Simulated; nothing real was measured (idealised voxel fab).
process module | voxel self aligned contacts
cross-section cut | 155 nm wide | cells 5 nm
A cross-section is a grid of square cells, given in bands from the top down. A band is one or more rows of cells.
Each band's line starts with the height of the band's top and of its bottom, in nm. Then come its materials from left to right, each with its width in nm. One material with "throughout" fills the band from edge to edge. "air" is empty space.
Height 0 is the level under which the wafer as received is all one material. The lowest band goes on downwards, as in "0 down".
A width such as "30 to 40" changes by the same amount from each row of cells to the next, from the band's top row to its bottom row.
"no change" after a step means that no cell of the cross-section changed.
closed voids: empty space of 8 cells or more with no open way to the top, each as width x height at its distance from the left edge, in nm
after a step's settings: what the simulator itself notes on the step
overlay nm, on a step with a mask: how far to the right of its planned place the mask lay; to the left if negative
plan
1 op RECEIVE | material Si
2 op OXIDIZE | depth nm 5
3 op DIRECTIONAL_DEP | material polySi | thk nm 20
4 op DIRECTIONAL_DEP | material SiN | thk nm 15
5 op PATTERN | tone cover | mask id GATE | material resist | width nm 25 | pitch nm 50 | thk nm 15 | overlay nm 0
6 op DIRECTIONAL_ETCH | etch materials SiN | depth nm 15
7 op DIRECTIONAL_ETCH | etch materials polySi | depth nm 30
8 op STRIP | etch materials resist
9 op CONFORMAL_DEP | material SiN | thk nm 5
10 op DIRECTIONAL_ETCH | etch materials SiN | depth nm 5
11 op FILL_DEP | material SiO2 | thk nm 15
12 op CMP | height nm 50
13 op PATTERN | tone open | mask id CONTACT | material resist | width nm 35 | thk nm 20 | overlay nm 0
14 op DIRECTIONAL_ETCH | etch materials SiO2 | depth nm 55
15 op STRIP | etch materials resist
16 op CONFORMAL_DEP | material TiN | thk nm 5
17 op FILL_DEP | material Ru | thk nm 10
18 op CMP | height nm 50
19 op CONFORMAL_DEP | material SiCN | thk nm 5
varied across the wafers: thk nm of step 3. The plan shows the first wafer's value. All wafers start alike
first wafer as received, after step 1
  0 down: Si throughout
  closed voids: none
each wafer at the end: cells of each material gained (+) or lost (-) since it was received, then its closed voids
thk nm 20 | +18 Ru | -31 Si | +31 SiCN | +58 SiN | +198 SiO2 | +27 TiN | +40 polySi | closed voids: none
thk nm 25 | +14 Ru | -31 Si | +31 SiCN | +62 SiN | +188 SiO2 | +27 TiN | +50 polySi | closed voids: none
thk nm 30 | +10 Ru | -31 Si | +31 SiCN | +66 SiN | +178 SiO2 | +27 TiN | +60 polySi | closed voids: none
thk nm 35 | +8 Ru | -31 Si | +31 SiCN | +66 SiN | +157 SiO2 | +19 TiN | +91 polySi | closed voids: none
thk nm 40 | +7 Ru | -31 Si | +31 SiCN | +52 SiN | +143 SiO2 | +17 TiN | +122 polySi | closed voids: none
thk nm 45 | +6 Ru | -31 Si | +31 SiCN | +38 SiN | +129 SiO2 | +15 TiN | +153 polySi | closed voids: none
